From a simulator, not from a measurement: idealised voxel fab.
Documented hereafter: the process module known as voxel lift off.
The width of the displayed cross-section, cut, is 205 nm; its cells are square, with a size of 5 nm.
Cross-section layout: square cells on a grid; listed as bands, top to bottom; a band spans one or more cell rows. Band: top height; bottom height; in nm. Then, left to right: material with width in nm, for each material. "full width": a single material spanning edge to edge. "air": empty space. Height 0 is the level under which the wafer as received is all one material. The lowest band goes on downwards, as in "top 0, no bottom". The notation "30 to 40" denotes a width that varies across the rows of cells in the band, beginning at the first number in the top row, finishing at the second number in the bottom row, and changing by an identical amount from each row to the next. "nothing altered" (step): cross-section cells unchanged, all of them. What "Closed internal voids" gives you is every empty space of 8 cells or more that is cut off from the top. Each appears as width x height at distance, with the distance taken from the left edge and width, height and distance all in nm. Past the settings on a step's line: simulator remark, on that step. The line of a step may include "overlay nm". On a step with a mask, this value is how far to the right of its planned place the mask lay. A negative value means the mask lay to the left.

### The process steps that were planned are listed below
1,RECEIVE, material Si
2,CONFORMAL_DEP, material Al2O3, thk nm 15
3,PATTERN, tone open, mask id LINES, material resist, width nm 30, pitch nm 55, thk nm 25, overlay nm 0
4,DIRECTIONAL_DEP, material Ru, thk nm 10
5,STRIP, etch materials resist
6,CONFORMAL_DEP, material SiN, thk nm 5

### Cross-section of the wafer as it came to us, i.e., already through step 1
  top 0, no bottom  Si full width
  Closed internal voids: none

### Module complete, cross-section. Starting point and plan per above. One mistake made in running the module
  top 30, bottom 25  air=50 | SiN=40 | air=15 | SiN=40 | air=60
  top 25, bottom 20  air=50 | SiN=5 | Ru=30 | SiN=5 | air=15 | SiN=5 | Ru=30 | SiN=5 | air=60
  top 20, bottom 15  SiN=55 | Ru=30 | SiN=25 | Ru=30 | SiN=65
  top 15, bottom 0  Al2O3 full width
  top 0, no bottom  Si full width
  Closed internal voids: none
What was the processing mistake? step 3 did not happen as planned, as run it was PATTERN, tone open, mask id LINES, material resist, width nm 30, pitch nm 55, thk nm 25, overlay nm -5
